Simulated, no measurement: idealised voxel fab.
process module | voxel plated lines
cross-section cut | 225 nm wide | cells 5 nm
A cross-section is a grid of square cells, given in bands from the top down. A band is one or more rows of cells.
Each band's line starts with the height of the band's top and of its bottom, in nm. Then come its materials from left to right, each with its width in nm. One material with "throughout" fills the band from edge to edge. "air" is empty space.
Height 0 is the level under which the wafer as received is all one material. The lowest band goes on downwards, as in "0 down".
A width such as "30 to 40" changes by the same amount from each row of cells to the next, from the band's top row to its bottom row.
"no change" after a step means that no cell of the cross-section changed.
closed voids: empty space of 8 cells or more with no open way to the top, each as width x height at its distance from the left edge, in nm
after a step's settings: what the simulator itself notes on the step
overlay nm, on a step with a mask: how far to the right of its planned place the mask lay; to the left if negative
plan
1 op RECEIVE | material Si
2 op CONFORMAL_DEP | material Al2O3 | thk nm 10
3 op DIRECTIONAL_DEP | material TiN | thk nm 5
4 op PATTERN | tone open | mask id LINES | material resist | width nm 15 | pitch nm 40 | thk nm 30 | overlay nm 0
5 op EPI | material Ru | thk nm 5
6 op EPI | material Ru | thk nm 5
7 op STRIP | etch materials resist
8 op DIRECTIONAL_ETCH | etch materials TiN | depth nm 5
9 op CONFORMAL_DEP | material SiO2 | thk nm 10
as received, after step 1
  0 down: Si throughout
  closed voids: none
first wafer at the end, as planned
  35 to 25: air 75 | SiO2 35 | air 5 | SiO2 35 | air 75
  25 to 20: air 75 | SiO2 10 | Ru 15 | SiO2 10 | air 5 | SiO2 10 | Ru 15 | SiO2 10 | air 75
  20 to 15: SiO2 85 | Ru 15 | SiO2 25 | Ru 15 | SiO2 85
  15 to 10: SiO2 85 | TiN 15 | SiO2 25 | TiN 15 | SiO2 85
  10 to 0: Al2O3 throughout
  0 down: Si throughout
  closed voids: none
second wafer at the end: like start, like plan, one mistake
  35 to 25: air 70 | SiO2 85 | air 70
  25 to 20: air 70 | SiO2 10 | Ru 25 | SiO2 15 | Ru 25 | SiO2 10 | air 70
  20 to 15: SiO2 80 | Ru 25 | SiO2 15 | Ru 25 | SiO2 80
  15 to 10: SiO2 80 | TiN 25 | SiO2 15 | TiN 25 | SiO2 80
  10 to 0: Al2O3 throughout
  0 down: Si throughout
  closed voids: none
what went wrong: step 4 ran as: op PATTERN | tone open | mask id LINES | material resist | width nm 25 | pitch nm 40 | thk nm 30 | overlay nm 0
at the end the second wafer has, in cells: 8 more of Ru | 3 fewer of SiO2 | 4 more of TiN
